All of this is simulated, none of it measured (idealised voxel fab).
process module | voxel released beams
cross-section cut | 230 nm wide | cells 5 nm
A cross-section is a grid of square cells, given in bands from the top down. A band is one or more rows of cells.
Each band's line starts with the height of the band's top and of its bottom, in nm. Then come its materials from left to right, each with its width in nm. One material with "throughout" fills the band from edge to edge. "air" is empty space.
Height 0 is the level under which the wafer as received is all one material. The lowest band goes on downwards, as in "0 down".
A width such as "30 to 40" changes by the same amount from each row of cells to the next, from the band's top row to its bottom row.
"no change" after a step means that no cell of the cross-section changed.
closed voids: empty space of 8 cells or more with no open way to the top, each as width x height at its distance from the left edge, in nm
after a step's settings: what the simulator itself notes on the step
overlay nm, on a step with a mask: how far to the right of its planned place the mask lay; to the left if negative
plan
1 op RECEIVE | material Si
2 op CONFORMAL_DEP | material SiN | thk nm 10
3 op DIRECTIONAL_DEP | material SiO2 | thk nm 10
4 op PATTERN | tone open | mask id ANCHOR | material resist | width nm 40 | thk nm 15 | overlay nm 0
5 op DIRECTIONAL_ETCH | etch materials SiO2 | depth nm 10
6 op STRIP | etch materials resist
7 op CONFORMAL_DEP | material polySi | thk nm 15
8 op MASKED_ETCH | tone cover | mask id BEAM | width nm 100 | etch materials polySi | depth nm 15 | overlay nm 0
9 op STRIP | etch materials SiO2
first wafer, as planned
as received, after step 1
  0 down: Si throughout
  closed voids: none
after step 2
  10 to 0: SiN throughout
  below 0: unchanged
after step 3
  20 to 10: SiO2 throughout
  below 10: unchanged
after step 4
  35 to 20: resist 65 | air 40 | resist 125
  below 20: unchanged
after step 5
  35 to 20: resist 65 | air 40 | resist 125
  20 to 10: SiO2 65 | air 40 | SiO2 125
  below 10: unchanged
after step 6
  20 to 10: SiO2 65 | air 40 | SiO2 125
  below 10: unchanged
after step 7
  35 to 25: polySi 80 | air 10 | polySi 140
  25 to 20: polySi throughout
  20 to 10: SiO2 65 | polySi 40 | SiO2 125
  below 10: unchanged
after step 8
  35 to 25: air 60 | polySi 20 | air 10 | polySi 70 | air 70
  25 to 20: air 60 | polySi 100 | air 70
  below 20: unchanged
after step 9
  35 to 25: air 60 | polySi 20 | air 10 | polySi 70 | air 70
  25 to 20: air 60 | polySi 100 | air 70
  20 to 10: air 65 | polySi 40 | air 125
  below 10: unchanged
second wafer: like start, like plan, one mistake. Through step 1 it matches the first wafer
when step 2 should have ended: no change
when step 3 should have ended
  10 to 0: SiO2 throughout
  below 0: unchanged
when step 4 should have ended
  25 to 10: resist 65 | air 40 | resist 125
  below 10: unchanged
when step 5 should have ended
  25 to 10: resist 65 | air 40 | resist 125
  10 to 0: SiO2 65 | air 40 | SiO2 125
  below 0: unchanged
when step 6 should have ended
  10 to 0: SiO2 65 | air 40 | SiO2 125
  below 0: unchanged
when step 7 should have ended
  25 to 15: polySi 80 | air 10 | polySi 140
  15 to 10: polySi throughout
  10 to 0: SiO2 65 | polySi 40 | SiO2 125
  below 0: unchanged
when step 8 should have ended
  25 to 15: air 60 | polySi 20 | air 10 | polySi 70 | air 70
  15 to 10: air 60 | polySi 100 | air 70
  below 10: unchanged
when step 9 should have ended
  25 to 15: air 60 | polySi 20 | air 10 | polySi 70 | air 70
  15 to 10: air 60 | polySi 100 | air 70
  10 to 0: air 65 | polySi 40 | air 125
  below 0: unchanged
what went wrong: step 2 was left out
at the end the second wafer has, in cells: 92 fewer of SiN
